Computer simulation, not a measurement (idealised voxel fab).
process module | voxel wiring stack
cross-section cut | 250 nm wide | cells 5 nm
A cross-section is a grid of square cells, given in bands from the top down. A band is one or more rows of cells.
Each band's line starts with the height of the band's top and of its bottom, in nm. Then come its materials from left to right, each with its width in nm. One material with "throughout" fills the band from edge to edge. "air" is empty space.
Height 0 is the level under which the wafer as received is all one material. The lowest band goes on downwards, as in "0 down".
A width such as "30 to 40" changes by the same amount from each row of cells to the next, from the band's top row to its bottom row.
"no change" after a step means that no cell of the cross-section changed.
closed voids: empty space of 8 cells or more with no open way to the top, each as width x height at its distance from the left edge, in nm
after a step's settings: what the simulator itself notes on the step
overlay nm, on a step with a mask: how far to the right of its planned place the mask lay; to the left if negative
plan
1 op RECEIVE | material Si
2 op CONFORMAL_DEP | material SiO2 | thk nm 10
3 op CONFORMAL_DEP | material SiN | thk nm 5
4 op DIRECTIONAL_DEP | material lowk | thk nm 20
5 op DIRECTIONAL_DEP | material aC | thk nm 15
6 op PATTERN | tone open | mask id METAL_1 | material resist | width nm 25 | pitch nm 50 | thk nm 30 | overlay nm 0
7 op DIRECTIONAL_ETCH | etch materials aC | depth nm 15
8 op STRIP | etch materials resist
9 op DIRECTIONAL_ETCH | etch materials lowk | depth nm 20
10 op DIRECTIONAL_ETCH | etch materials SiN | depth nm 5
11 op STRIP | etch materials aC
12 op CONFORMAL_DEP | material TiN | thk nm 5
13 op FILL_DEP | material Cu | thk nm 5
14 op CMP | height nm 35
15 op CONFORMAL_DEP | material SiCN | thk nm 5
16 op DIRECTIONAL_DEP | material lowk | thk nm 25
17 op DIRECTIONAL_DEP | material aC | thk nm 15
18 op PATTERN | tone open | mask id METAL_2_HOLES | material resist | width nm 15 | pitch nm 100 | thk nm 35 | overlay nm 0
19 op DIRECTIONAL_ETCH | etch materials aC | depth nm 15
20 op STRIP | etch materials resist
21 op DIRECTIONAL_ETCH | etch materials lowk | depth nm 25
22 op STRIP | etch materials aC
23 op PATTERN | tone open | mask id METAL_2 | material resist | width nm 25 | pitch nm 50 | thk nm 15 | overlay nm 0
24 op DIRECTIONAL_ETCH | etch materials lowk | depth nm 15
25 op DIRECTIONAL_ETCH | etch materials SiCN | depth nm 5
26 op STRIP | etch materials resist
27 op CONFORMAL_DEP | material TiN | thk nm 5
28 op FILL_DEP | material Ru | thk nm 5
29 op CMP | height nm 65
30 op CONFORMAL_DEP | material SiCN | thk nm 5
31 op DIRECTIONAL_DEP | material lowk | thk nm 35
32 op DIRECTIONAL_DEP | material aC | thk nm 15
33 op PATTERN | tone open | mask id METAL_3 | material resist | width nm 25 | pitch nm 50 | thk nm 30 | overlay nm 0
34 op DIRECTIONAL_ETCH | etch materials aC | depth nm 15
35 op STRIP | etch materials resist
36 op DIRECTIONAL_ETCH | etch materials lowk | depth nm 20
37 op STRIP | etch materials aC
38 op MASKED_ETCH | tone open | mask id METAL_3_HOLES | width nm 15 | pitch nm 100 | etch materials lowk | depth nm 15 | overlay nm 0
39 op MASKED_ETCH | tone open | mask id METAL_3_HOLES | width nm 15 | pitch nm 100 | etch materials SiCN | depth nm 5 | overlay nm 0
40 op CONFORMAL_DEP | material TiN | thk nm 5
41 op FILL_DEP | material Cu | thk nm 10
42 op CMP | height nm 105
43 op CONFORMAL_DEP | material SiCN | thk nm 5
44 op DIRECTIONAL_DEP | material SiO2 | thk nm 35
45 op PATTERN | tone open | mask id METAL_4 | material resist | width nm 25 | pitch nm 50 | thk nm 20 | overlay nm 0
46 op DIRECTIONAL_ETCH | etch materials SiO2 | depth nm 20
47 op STRIP | etch materials resist
48 op MASKED_ETCH | tone open | mask id METAL_4_HOLES | width nm 15 | pitch nm 50 | etch materials SiO2 | depth nm 15 | overlay nm 0
49 op MASKED_ETCH | tone open | mask id METAL_4_HOLES | width nm 15 | pitch nm 50 | etch materials SiCN | depth nm 5 | overlay nm 0
50 op CONFORMAL_DEP | material TiN | thk nm 5
51 op FILL_DEP | material Cu | thk nm 10
52 op CMP | height nm 145
53 op CONFORMAL_DEP | material SiCN | thk nm 5
first wafer, as planned
as received, after step 1
  0 down: Si throughout
  closed voids: none
after step 2
  10 to 0: SiO2 throughout
  below 0: unchanged
after step 3
  15 to 10: SiN throughout
  below 10: unchanged
after step 4
  35 to 15: lowk throughout
  below 15: unchanged
after step 5
  50 to 35: aC throughout
  below 35: unchanged
after step 6
  80 to 50: resist 35 | air 25 | resist 25 | air 25 | resist 25 | air 25 | resist 25 | air 25 | resist 40
  below 50: unchanged
after step 7
  65 to 50: resist 35 | air 25 | resist 25 | air 25 | resist 25 | air 25 | resist 25 | air 25 | resist 40
  50 to 35: aC 35 | air 25 | aC 25 | air 25 | aC 25 | air 25 | aC 25 | air 25 | aC 40
  below 35: unchanged
after step 8
  50 to 35: aC 35 | air 25 | aC 25 | air 25 | aC 25 | air 25 | aC 25 | air 25 | aC 40
  below 35: unchanged
after step 9
  50 to 35: aC 35 | air 25 | aC 25 | air 25 | aC 25 | air 25 | aC 25 | air 25 | aC 40
  35 to 15: lowk 35 | air 25 | lowk 25 | air 25 | lowk 25 | air 25 | lowk 25 | air 25 | lowk 40
  below 15: unchanged
after step 10
  50 to 35: aC 35 | air 25 | aC 25 | air 25 | aC 25 | air 25 | aC 25 | air 25 | aC 40
  35 to 15: lowk 35 | air 25 | lowk 25 | air 25 | lowk 25 | air 25 | lowk 25 | air 25 | lowk 40
  15 to 10: SiN 35 | air 25 | SiN 25 | air 25 | SiN 25 | air 25 | SiN 25 | air 25 | SiN 40
  below 10: unchanged
after step 11
  35 to 15: lowk 35 | air 25 | lowk 25 | air 25 | lowk 25 | air 25 | lowk 25 | air 25 | lowk 40
  below 15: unchanged
after step 12
  40 to 35: TiN 40 | air 15 | TiN 35 | air 15 | TiN 35 | air 15 | TiN 35 | air 15 | TiN 45
  35 to 15: lowk 35 | TiN 5 | air 15 | TiN 5 | lowk 25 | TiN 5 | air 15 | TiN 5 | lowk 25 | TiN 5 | air 15 | TiN 5 | lowk 25 | TiN 5 | air 15 | TiN 5 | lowk 40
  15 to 10: SiN 35 | TiN 25 | SiN 25 | TiN 25 | SiN 25 | TiN 25 | SiN 25 | TiN 25 | SiN 40
  below 10: unchanged
after step 13
  45 to 40: Cu throughout
  40 to 35: TiN 40 | Cu 15 | TiN 35 | Cu 15 | TiN 35 | Cu 15 | TiN 35 | Cu 15 | TiN 45
  35 to 15: lowk 35 | TiN 5 | Cu 15 | TiN 5 | lowk 25 | TiN 5 | Cu 15 | TiN 5 | lowk 25 | TiN 5 | Cu 15 | TiN 5 | lowk 25 | TiN 5 | Cu 15 | TiN 5 | lowk 40
  below 15: unchanged
after step 14
  35 to 15: lowk 35 | TiN 5 | Cu 15 | TiN 5 | lowk 25 | TiN 5 | Cu 15 | TiN 5 | lowk 25 | TiN 5 | Cu 15 | TiN 5 | lowk 25 | TiN 5 | Cu 15 | TiN 5 | lowk 40
  below 15: unchanged
after step 15
  40 to 35: SiCN throughout
  below 35: unchanged
after step 16
  65 to 40: lowk throughout
  below 40: unchanged
after step 17
  80 to 65: aC throughout
  below 65: unchanged
after step 18
  115 to 80: resist 35 | air 15 | resist 85 | air 15 | resist 100
  below 80: unchanged
after step 19
  100 to 80: resist 35 | air 15 | resist 85 | air 15 | resist 100
  80 to 65: aC 35 | air 15 | aC 85 | air 15 | aC 100
  below 65: unchanged
after step 20
  80 to 65: aC 35 | air 15 | aC 85 | air 15 | aC 100
  below 65: unchanged
after step 21
  80 to 65: aC 35 | air 15 | aC 85 | air 15 | aC 100
  65 to 40: lowk 35 | air 15 | lowk 85 | air 15 | lowk 100
  below 40: unchanged
after step 22
  65 to 40: lowk 35 | air 15 | lowk 85 | air 15 | lowk 100
  below 40: unchanged
after step 23
  80 to 65: resist 35 | air 25 | resist 25 | air 25 | resist 25 | air 25 | resist 25 | air 25 | resist 40
  below 65: unchanged
after step 24
  80 to 65: resist 35 | air 25 | resist 25 | air 25 | resist 25 | air 25 | resist 25 | air 25 | resist 40
  65 to 50: lowk 35 | air 25 | lowk 25 | air 25 | lowk 25 | air 25 | lowk 25 | air 25 | lowk 40
  below 50: unchanged
after step 25
  80 to 65: resist 35 | air 25 | resist 25 | air 25 | resist 25 | air 25 | resist 25 | air 25 | resist 40
  65 to 50: lowk 35 | air 25 | lowk 25 | air 25 | lowk 25 | air 25 | lowk 25 | air 25 | lowk 40
  50 to 40: lowk 35 | air 15 | lowk 85 | air 15 | lowk 100
  40 to 35: SiCN 35 | air 15 | SiCN 85 | air 15 | SiCN 100
  below 35: unchanged
after step 26
  65 to 50: lowk 35 | air 25 | lowk 25 | air 25 | lowk 25 | air 25 | lowk 25 | air 25 | lowk 40
  below 50: unchanged
after step 27
  70 to 65: TiN 40 | air 15 | TiN 35 | air 15 | TiN 35 | air 15 | TiN 35 | air 15 | TiN 45
  65 to 55: lowk 35 | TiN 5 | air 15 | TiN 5 | lowk 25 | TiN 5 | air 15 | TiN 5 | lowk 25 | TiN 5 | air 15 | TiN 5 | lowk 25 | TiN 5 | air 15 | TiN 5 | lowk 40
  55 to 50: lowk 35 | TiN 5 | air 5 | TiN 15 | lowk 25 | TiN 25 | lowk 25 | TiN 5 | air 5 | TiN 15 | lowk 25 | TiN 25 | lowk 40
  50 to 40: lowk 35 | TiN 5 | air 5 | TiN 5 | lowk 85 | TiN 5 | air 5 | TiN 5 | lowk 100
  40 to 35: SiCN 35 | TiN 15 | SiCN 85 | TiN 15 | SiCN 100
  below 35: unchanged
after step 28
  75 to 70: Ru throughout
  70 to 65: TiN 40 | Ru 15 | TiN 35 | Ru 15 | TiN 35 | Ru 15 | TiN 35 | Ru 15 | TiN 45
  65 to 55: lowk 35 | TiN 5 | Ru 15 | TiN 5 | lowk 25 | TiN 5 | Ru 15 | TiN 5 | lowk 25 | TiN 5 | Ru 15 | TiN 5 | lowk 25 | TiN 5 | Ru 15 | TiN 5 | lowk 40
  55 to 50: lowk 35 | TiN 5 | Ru 5 | TiN 15 | lowk 25 | TiN 25 | lowk 25 | TiN 5 | Ru 5 | TiN 15 | lowk 25 | TiN 25 | lowk 40
  50 to 40: lowk 35 | TiN 5 | Ru 5 | TiN 5 | lowk 85 | TiN 5 | Ru 5 | TiN 5 | lowk 100
  below 40: unchanged
after step 29
  65 to 55: lowk 35 | TiN 5 | Ru 15 | TiN 5 | lowk 25 | TiN 5 | Ru 15 | TiN 5 | lowk 25 | TiN 5 | Ru 15 | TiN 5 | lowk 25 | TiN 5 | Ru 15 | TiN 5 | lowk 40
  below 55: unchanged
after step 30
  70 to 65: SiCN throughout
  below 65: unchanged
after step 31
  105 to 70: lowk throughout
  below 70: unchanged
after step 32
  120 to 105: aC throughout
  below 105: unchanged
after step 33
  150 to 120: resist 35 | air 25 | resist 25 | air 25 | resist 25 | air 25 | resist 25 | air 25 | resist 40
  below 120: unchanged
after step 34
  135 to 120: resist 35 | air 25 | resist 25 | air 25 | resist 25 | air 25 | resist 25 | air 25 | resist 40
  120 to 105: aC 35 | air 25 | aC 25 | air 25 | aC 25 | air 25 | aC 25 | air 25 | aC 40
  below 105: unchanged
after step 35
  120 to 105: aC 35 | air 25 | aC 25 | air 25 | aC 25 | air 25 | aC 25 | air 25 | aC 40
  below 105: unchanged
after step 36
  120 to 105: aC 35 | air 25 | aC 25 | air 25 | aC 25 | air 25 | aC 25 | air 25 | aC 40
  105 to 85: lowk 35 | air 25 | lowk 25 | air 25 | lowk 25 | air 25 | lowk 25 | air 25 | lowk 40
  below 85: unchanged
after step 37
  105 to 85: lowk 35 | air 25 | lowk 25 | air 25 | lowk 25 | air 25 | lowk 25 | air 25 | lowk 40
  below 85: unchanged
after step 38
  105 to 85: lowk 35 | air 25 | lowk 25 | air 25 | lowk 25 | air 25 | lowk 25 | air 25 | lowk 40
  85 to 70: lowk 35 | air 15 | lowk 85 | air 15 | lowk 100
  below 70: unchanged
after step 39
  105 to 85: lowk 35 | air 25 | lowk 25 | air 25 | lowk 25 | air 25 | lowk 25 | air 25 | lowk 40
  85 to 70: lowk 35 | air 15 | lowk 85 | air 15 | lowk 100
  70 to 65: SiCN 35 | air 15 | SiCN 85 | air 15 | SiCN 100
  below 65: unchanged
after step 40
  110 to 105: TiN 40 | air 15 | TiN 35 | air 15 | TiN 35 | air 15 | TiN 35 | air 15 | TiN 45
  105 to 90: lowk 35 | TiN 5 | air 15 | TiN 5 | lowk 25 | TiN 5 | air 15 | TiN 5 | lowk 25 | TiN 5 | air 15 | TiN 5 | lowk 25 | TiN 5 | air 15 | TiN 5 | lowk 40
  90 to 85: lowk 35 | TiN 5 | air 5 | TiN 15 | lowk 25 | TiN 25 | lowk 25 | TiN 5 | air 5 | TiN 15 | lowk 25 | TiN 25 | lowk 40
  85 to 70: lowk 35 | TiN 5 | air 5 | TiN 5 | lowk 85 | TiN 5 | air 5 | TiN 5 | lowk 100
  70 to 65: SiCN 35 | TiN 15 | SiCN 85 | TiN 15 | SiCN 100
  below 65: unchanged
after step 41
  120 to 110: Cu throughout
  110 to 105: TiN 40 | Cu 15 | TiN 35 | Cu 15 | TiN 35 | Cu 15 | TiN 35 | Cu 15 | TiN 45
  105 to 90: lowk 35 | TiN 5 | Cu 15 | TiN 5 | lowk 25 | TiN 5 | Cu 15 | TiN 5 | lowk 25 | TiN 5 | Cu 15 | TiN 5 | lowk 25 | TiN 5 | Cu 15 | TiN 5 | lowk 40
  90 to 85: lowk 35 | TiN 5 | Cu 5 | TiN 15 | lowk 25 | TiN 25 | lowk 25 | TiN 5 | Cu 5 | TiN 15 | lowk 25 | TiN 25 | lowk 40
  85 to 70: lowk 35 | TiN 5 | Cu 5 | TiN 5 | lowk 85 | TiN 5 | Cu 5 | TiN 5 | lowk 100
  below 70: unchanged
after step 42
  105 to 90: lowk 35 | TiN 5 | Cu 15 | TiN 5 | lowk 25 | TiN 5 | Cu 15 | TiN 5 | lowk 25 | TiN 5 | Cu 15 | TiN 5 | lowk 25 | TiN 5 | Cu 15 | TiN 5 | lowk 40
  below 90: unchanged
after step 43
  110 to 105: SiCN throughout
  below 105: unchanged
after step 44
  145 to 110: SiO2 throughout
  below 110: unchanged
after step 45
  165 to 145: resist 35 | air 25 | resist 25 | air 25 | resist 25 | air 25 | resist 25 | air 25 | resist 40
  below 145: unchanged
after step 46
  165 to 145: resist 35 | air 25 | resist 25 | air 25 | resist 25 | air 25 | resist 25 | air 25 | resist 40
  145 to 125: SiO2 35 | air 25 | SiO2 25 | air 25 | SiO2 25 | air 25 | SiO2 25 | air 25 | SiO2 40
  below 125: unchanged
after step 47
  145 to 125: SiO2 35 | air 25 | SiO2 25 | air 25 | SiO2 25 | air 25 | SiO2 25 | air 25 | SiO2 40
  below 125: unchanged
after step 48
  145 to 125: SiO2 35 | air 25 | SiO2 25 | air 25 | SiO2 25 | air 25 | SiO2 25 | air 25 | SiO2 40
  125 to 110: SiO2 35 | air 15 | SiO2 35 | air 15 | SiO2 35 | air 15 | SiO2 35 | air 15 | SiO2 50
  below 110: unchanged
after step 49
  145 to 125: SiO2 35 | air 25 | SiO2 25 | air 25 | SiO2 25 | air 25 | SiO2 25 | air 25 | SiO2 40
  125 to 110: SiO2 35 | air 15 | SiO2 35 | air 15 | SiO2 35 | air 15 | SiO2 35 | air 15 | SiO2 50
  110 to 105: SiCN 35 | air 15 | SiCN 35 | air 15 | SiCN 35 | air 15 | SiCN 35 | air 15 | SiCN 50
  below 105: unchanged
after step 50
  150 to 145: TiN 40 | air 15 | TiN 35 | air 15 | TiN 35 | air 15 | TiN 35 | air 15 | TiN 45
  145 to 130: SiO2 35 | TiN 5 | air 15 | TiN 5 | SiO2 25 | TiN 5 | air 15 | TiN 5 | SiO2 25 | TiN 5 | air 15 | TiN 5 | SiO2 25 | TiN 5 | air 15 | TiN 5 | SiO2 40
  130 to 125: SiO2 35 | TiN 5 | air 5 | TiN 15 | SiO2 25 | TiN 5 | air 5 | TiN 15 | SiO2 25 | TiN 5 | air 5 | TiN 15 | SiO2 25 | TiN 5 | air 5 | TiN 15 | SiO2 40
  125 to 110: SiO2 35 | TiN 5 | air 5 | TiN 5 | SiO2 35 | TiN 5 | air 5 | TiN 5 | SiO2 35 | TiN 5 | air 5 | TiN 5 | SiO2 35 | TiN 5 | air 5 | TiN 5 | SiO2 50
  110 to 105: SiCN 35 | TiN 15 | SiCN 35 | TiN 15 | SiCN 35 | TiN 15 | SiCN 35 | TiN 15 | SiCN 50
  below 105: unchanged
after step 51
  160 to 150: Cu throughout
  150 to 145: TiN 40 | Cu 15 | TiN 35 | Cu 15 | TiN 35 | Cu 15 | TiN 35 | Cu 15 | TiN 45
  145 to 130: SiO2 35 | TiN 5 | Cu 15 | TiN 5 | SiO2 25 | TiN 5 | Cu 15 | TiN 5 | SiO2 25 | TiN 5 | Cu 15 | TiN 5 | SiO2 25 | TiN 5 | Cu 15 | TiN 5 | SiO2 40
  130 to 125: SiO2 35 | TiN 5 | Cu 5 | TiN 15 | SiO2 25 | TiN 5 | Cu 5 | TiN 15 | SiO2 25 | TiN 5 | Cu 5 | TiN 15 | SiO2 25 | TiN 5 | Cu 5 | TiN 15 | SiO2 40
  125 to 110: SiO2 35 | TiN 5 | Cu 5 | TiN 5 | SiO2 35 | TiN 5 | Cu 5 | TiN 5 | SiO2 35 | TiN 5 | Cu 5 | TiN 5 | SiO2 35 | TiN 5 | Cu 5 | TiN 5 | SiO2 50
  below 110: unchanged
after step 52
  145 to 130: SiO2 35 | TiN 5 | Cu 15 | TiN 5 | SiO2 25 | TiN 5 | Cu 15 | TiN 5 | SiO2 25 | TiN 5 | Cu 15 | TiN 5 | SiO2 25 | TiN 5 | Cu 15 | TiN 5 | SiO2 40
  below 130: unchanged
after step 53
  150 to 145: SiCN throughout
  below 145: unchanged
second wafer: like start, like plan, one mistake. Through step 12 it matches the first wafer
when step 13 should have ended
  45 to 40: SiN throughout
  40 to 35: TiN 40 | SiN 15 | TiN 35 | SiN 15 | TiN 35 | SiN 15 | TiN 35 | SiN 15 | TiN 45
  35 to 15: lowk 35 | TiN 5 | SiN 15 | TiN 5 | lowk 25 | TiN 5 | SiN 15 | TiN 5 | lowk 25 | TiN 5 | SiN 15 | TiN 5 | lowk 25 | TiN 5 | SiN 15 | TiN 5 | lowk 40
  below 15: unchanged
when step 14 should have ended
  35 to 15: lowk 35 | TiN 5 | SiN 15 | TiN 5 | lowk 25 | TiN 5 | SiN 15 | TiN 5 | lowk 25 | TiN 5 | SiN 15 | TiN 5 | lowk 25 | TiN 5 | SiN 15 | TiN 5 | lowk 40
  below 15: unchanged
when step 15 should have ended
  40 to 35: SiCN throughout
  below 35: unchanged
when step 16 should have ended
  65 to 40: lowk throughout
  below 40: unchanged
when step 17 should have ended
  80 to 65: aC throughout
  below 65: unchanged
when step 18 should have ended
  115 to 80: resist 35 | air 15 | resist 85 | air 15 | resist 100
  below 80: unchanged
when step 19 should have ended
  100 to 80: resist 35 | air 15 | resist 85 | air 15 | resist 100
  80 to 65: aC 35 | air 15 | aC 85 | air 15 | aC 100
  below 65: unchanged
when step 20 should have ended
  80 to 65: aC 35 | air 15 | aC 85 | air 15 | aC 100
  below 65: unchanged
when step 21 should have ended
  80 to 65: aC 35 | air 15 | aC 85 | air 15 | aC 100
  65 to 40: lowk 35 | air 15 | lowk 85 | air 15 | lowk 100
  below 40: unchanged
when step 22 should have ended
  65 to 40: lowk 35 | air 15 | lowk 85 | air 15 | lowk 100
  below 40: unchanged
when step 23 should have ended
  80 to 65: resist 35 | air 25 | resist 25 | air 25 | resist 25 | air 25 | resist 25 | air 25 | resist 40
  below 65: unchanged
when step 24 should have ended
  80 to 65: resist 35 | air 25 | resist 25 | air 25 | resist 25 | air 25 | resist 25 | air 25 | resist 40
  65 to 50: lowk 35 | air 25 | lowk 25 | air 25 | lowk 25 | air 25 | lowk 25 | air 25 | lowk 40
  below 50: unchanged
when step 25 should have ended
  80 to 65: resist 35 | air 25 | resist 25 | air 25 | resist 25 | air 25 | resist 25 | air 25 | resist 40
  65 to 50: lowk 35 | air 25 | lowk 25 | air 25 | lowk 25 | air 25 | lowk 25 | air 25 | lowk 40
  50 to 40: lowk 35 | air 15 | lowk 85 | air 15 | lowk 100
  40 to 35: SiCN 35 | air 15 | SiCN 85 | air 15 | SiCN 100
  below 35: unchanged
when step 26 should have ended
  65 to 50: lowk 35 | air 25 | lowk 25 | air 25 | lowk 25 | air 25 | lowk 25 | air 25 | lowk 40
  below 50: unchanged
when step 27 should have ended
  70 to 65: TiN 40 | air 15 | TiN 35 | air 15 | TiN 35 | air 15 | TiN 35 | air 15 | TiN 45
  65 to 55: lowk 35 | TiN 5 | air 15 | TiN 5 | lowk 25 | TiN 5 | air 15 | TiN 5 | lowk 25 | TiN 5 | air 15 | TiN 5 | lowk 25 | TiN 5 | air 15 | TiN 5 | lowk 40
  55 to 50: lowk 35 | TiN 5 | air 5 | TiN 15 | lowk 25 | TiN 25 | lowk 25 | TiN 5 | air 5 | TiN 15 | lowk 25 | TiN 25 | lowk 40
  50 to 40: lowk 35 | TiN 5 | air 5 | TiN 5 | lowk 85 | TiN 5 | air 5 | TiN 5 | lowk 100
  40 to 35: SiCN 35 | TiN 15 | SiCN 85 | TiN 15 | SiCN 100
  below 35: unchanged
when step 28 should have ended
  75 to 70: Ru throughout
  70 to 65: TiN 40 | Ru 15 | TiN 35 | Ru 15 | TiN 35 | Ru 15 | TiN 35 | Ru 15 | TiN 45
  65 to 55: lowk 35 | TiN 5 | Ru 15 | TiN 5 | lowk 25 | TiN 5 | Ru 15 | TiN 5 | lowk 25 | TiN 5 | Ru 15 | TiN 5 | lowk 25 | TiN 5 | Ru 15 | TiN 5 | lowk 40
  55 to 50: lowk 35 | TiN 5 | Ru 5 | TiN 15 | lowk 25 | TiN 25 | lowk 25 | TiN 5 | Ru 5 | TiN 15 | lowk 25 | TiN 25 | lowk 40
  50 to 40: lowk 35 | TiN 5 | Ru 5 | TiN 5 | lowk 85 | TiN 5 | Ru 5 | TiN 5 | lowk 100
  below 40: unchanged
when step 29 should have ended
  65 to 55: lowk 35 | TiN 5 | Ru 15 | TiN 5 | lowk 25 | TiN 5 | Ru 15 | TiN 5 | lowk 25 | TiN 5 | Ru 15 | TiN 5 | lowk 25 | TiN 5 | Ru 15 | TiN 5 | lowk 40
  below 55: unchanged
when step 30 should have ended
  70 to 65: SiCN throughout
  below 65: unchanged
when step 31 should have ended
  105 to 70: lowk throughout
  below 70: unchanged
when step 32 should have ended
  120 to 105: aC throughout
  below 105: unchanged
when step 33 should have ended
  150 to 120: resist 35 | air 25 | resist 25 | air 25 | resist 25 | air 25 | resist 25 | air 25 | resist 40
  below 120: unchanged
when step 34 should have ended
  135 to 120: resist 35 | air 25 | resist 25 | air 25 | resist 25 | air 25 | resist 25 | air 25 | resist 40
  120 to 105: aC 35 | air 25 | aC 25 | air 25 | aC 25 | air 25 | aC 25 | air 25 | aC 40
  below 105: unchanged
when step 35 should have ended
  120 to 105: aC 35 | air 25 | aC 25 | air 25 | aC 25 | air 25 | aC 25 | air 25 | aC 40
  below 105: unchanged
when step 36 should have ended
  120 to 105: aC 35 | air 25 | aC 25 | air 25 | aC 25 | air 25 | aC 25 | air 25 | aC 40
  105 to 85: lowk 35 | air 25 | lowk 25 | air 25 | lowk 25 | air 25 | lowk 25 | air 25 | lowk 40
  below 85: unchanged
when step 37 should have ended
  105 to 85: lowk 35 | air 25 | lowk 25 | air 25 | lowk 25 | air 25 | lowk 25 | air 25 | lowk 40
  below 85: unchanged
when step 38 should have ended
  105 to 85: lowk 35 | air 25 | lowk 25 | air 25 | lowk 25 | air 25 | lowk 25 | air 25 | lowk 40
  85 to 70: lowk 35 | air 15 | lowk 85 | air 15 | lowk 100
  below 70: unchanged
when step 39 should have ended
  105 to 85: lowk 35 | air 25 | lowk 25 | air 25 | lowk 25 | air 25 | lowk 25 | air 25 | lowk 40
  85 to 70: lowk 35 | air 15 | lowk 85 | air 15 | lowk 100
  70 to 65: SiCN 35 | air 15 | SiCN 85 | air 15 | SiCN 100
  below 65: unchanged
when step 40 should have ended
  110 to 105: TiN 40 | air 15 | TiN 35 | air 15 | TiN 35 | air 15 | TiN 35 | air 15 | TiN 45
  105 to 90: lowk 35 | TiN 5 | air 15 | TiN 5 | lowk 25 | TiN 5 | air 15 | TiN 5 | lowk 25 | TiN 5 | air 15 | TiN 5 | lowk 25 | TiN 5 | air 15 | TiN 5 | lowk 40
  90 to 85: lowk 35 | TiN 5 | air 5 | TiN 15 | lowk 25 | TiN 25 | lowk 25 | TiN 5 | air 5 | TiN 15 | lowk 25 | TiN 25 | lowk 40
  85 to 70: lowk 35 | TiN 5 | air 5 | TiN 5 | lowk 85 | TiN 5 | air 5 | TiN 5 | lowk 100
  70 to 65: SiCN 35 | TiN 15 | SiCN 85 | TiN 15 | SiCN 100
  below 65: unchanged
when step 41 should have ended
  120 to 110: Cu throughout
  110 to 105: TiN 40 | Cu 15 | TiN 35 | Cu 15 | TiN 35 | Cu 15 | TiN 35 | Cu 15 | TiN 45
  105 to 90: lowk 35 | TiN 5 | Cu 15 | TiN 5 | lowk 25 | TiN 5 | Cu 15 | TiN 5 | lowk 25 | TiN 5 | Cu 15 | TiN 5 | lowk 25 | TiN 5 | Cu 15 | TiN 5 | lowk 40
  90 to 85: lowk 35 | TiN 5 | Cu 5 | TiN 15 | lowk 25 | TiN 25 | lowk 25 | TiN 5 | Cu 5 | TiN 15 | lowk 25 | TiN 25 | lowk 40
  85 to 70: lowk 35 | TiN 5 | Cu 5 | TiN 5 | lowk 85 | TiN 5 | Cu 5 | TiN 5 | lowk 100
  below 70: unchanged
when step 42 should have ended
  105 to 90: lowk 35 | TiN 5 | Cu 15 | TiN 5 | lowk 25 | TiN 5 | Cu 15 | TiN 5 | lowk 25 | TiN 5 | Cu 15 | TiN 5 | lowk 25 | TiN 5 | Cu 15 | TiN 5 | lowk 40
  below 90: unchanged
when step 43 should have ended
  110 to 105: SiCN throughout
  below 105: unchanged
when step 44 should have ended
  145 to 110: SiO2 throughout
  below 110: unchanged
when step 45 should have ended
  165 to 145: resist 35 | air 25 | resist 25 | air 25 | resist 25 | air 25 | resist 25 | air 25 | resist 40
  below 145: unchanged
when step 46 should have ended
  165 to 145: resist 35 | air 25 | resist 25 | air 25 | resist 25 | air 25 | resist 25 | air 25 | resist 40
  145 to 125: SiO2 35 | air 25 | SiO2 25 | air 25 | SiO2 25 | air 25 | SiO2 25 | air 25 | SiO2 40
  below 125: unchanged
when step 47 should have ended
  145 to 125: SiO2 35 | air 25 | SiO2 25 | air 25 | SiO2 25 | air 25 | SiO2 25 | air 25 | SiO2 40
  below 125: unchanged
when step 48 should have ended
  145 to 125: SiO2 35 | air 25 | SiO2 25 | air 25 | SiO2 25 | air 25 | SiO2 25 | air 25 | SiO2 40
  125 to 110: SiO2 35 | air 15 | SiO2 35 | air 15 | SiO2 35 | air 15 | SiO2 35 | air 15 | SiO2 50
  below 110: unchanged
when step 49 should have ended
  145 to 125: SiO2 35 | air 25 | SiO2 25 | air 25 | SiO2 25 | air 25 | SiO2 25 | air 25 | SiO2 40
  125 to 110: SiO2 35 | air 15 | SiO2 35 | air 15 | SiO2 35 | air 15 | SiO2 35 | air 15 | SiO2 50
  110 to 105: SiCN 35 | air 15 | SiCN 35 | air 15 | SiCN 35 | air 15 | SiCN 35 | air 15 | SiCN 50
  below 105: unchanged
when step 50 should have ended
  150 to 145: TiN 40 | air 15 | TiN 35 | air 15 | TiN 35 | air 15 | TiN 35 | air 15 | TiN 45
  145 to 130: SiO2 35 | TiN 5 | air 15 | TiN 5 | SiO2 25 | TiN 5 | air 15 | TiN 5 | SiO2 25 | TiN 5 | air 15 | TiN 5 | SiO2 25 | TiN 5 | air 15 | TiN 5 | SiO2 40
  130 to 125: SiO2 35 | TiN 5 | air 5 | TiN 15 | SiO2 25 | TiN 5 | air 5 | TiN 15 | SiO2 25 | TiN 5 | air 5 | TiN 15 | SiO2 25 | TiN 5 | air 5 | TiN 15 | SiO2 40
  125 to 110: SiO2 35 | TiN 5 | air 5 | TiN 5 | SiO2 35 | TiN 5 | air 5 | TiN 5 | SiO2 35 | TiN 5 | air 5 | TiN 5 | SiO2 35 | TiN 5 | air 5 | TiN 5 | SiO2 50
  110 to 105: SiCN 35 | TiN 15 | SiCN 35 | TiN 15 | SiCN 35 | TiN 15 | SiCN 35 | TiN 15 | SiCN 50
  below 105: unchanged
when step 51 should have ended
  160 to 150: Cu throughout
  150 to 145: TiN 40 | Cu 15 | TiN 35 | Cu 15 | TiN 35 | Cu 15 | TiN 35 | Cu 15 | TiN 45
  145 to 130: SiO2 35 | TiN 5 | Cu 15 | TiN 5 | SiO2 25 | TiN 5 | Cu 15 | TiN 5 | SiO2 25 | TiN 5 | Cu 15 | TiN 5 | SiO2 25 | TiN 5 | Cu 15 | TiN 5 | SiO2 40
  130 to 125: SiO2 35 | TiN 5 | Cu 5 | TiN 15 | SiO2 25 | TiN 5 | Cu 5 | TiN 15 | SiO2 25 | TiN 5 | Cu 5 | TiN 15 | SiO2 25 | TiN 5 | Cu 5 | TiN 15 | SiO2 40
  125 to 110: SiO2 35 | TiN 5 | Cu 5 | TiN 5 | SiO2 35 | TiN 5 | Cu 5 | TiN 5 | SiO2 35 | TiN 5 | Cu 5 | TiN 5 | SiO2 35 | TiN 5 | Cu 5 | TiN 5 | SiO2 50
  below 110: unchanged
when step 52 should have ended
  145 to 130: SiO2 35 | TiN 5 | Cu 15 | TiN 5 | SiO2 25 | TiN 5 | Cu 15 | TiN 5 | SiO2 25 | TiN 5 | Cu 15 | TiN 5 | SiO2 25 | TiN 5 | Cu 15 | TiN 5 | SiO2 40
  below 130: unchanged
when step 53 should have ended
  150 to 145: SiCN throughout
  below 145: unchanged
what went wrong: step 13 ran as: op FILL_DEP | material SiN | thk nm 5
at the end the second wafer has, in cells: 48 fewer of Cu | 48 more of SiN
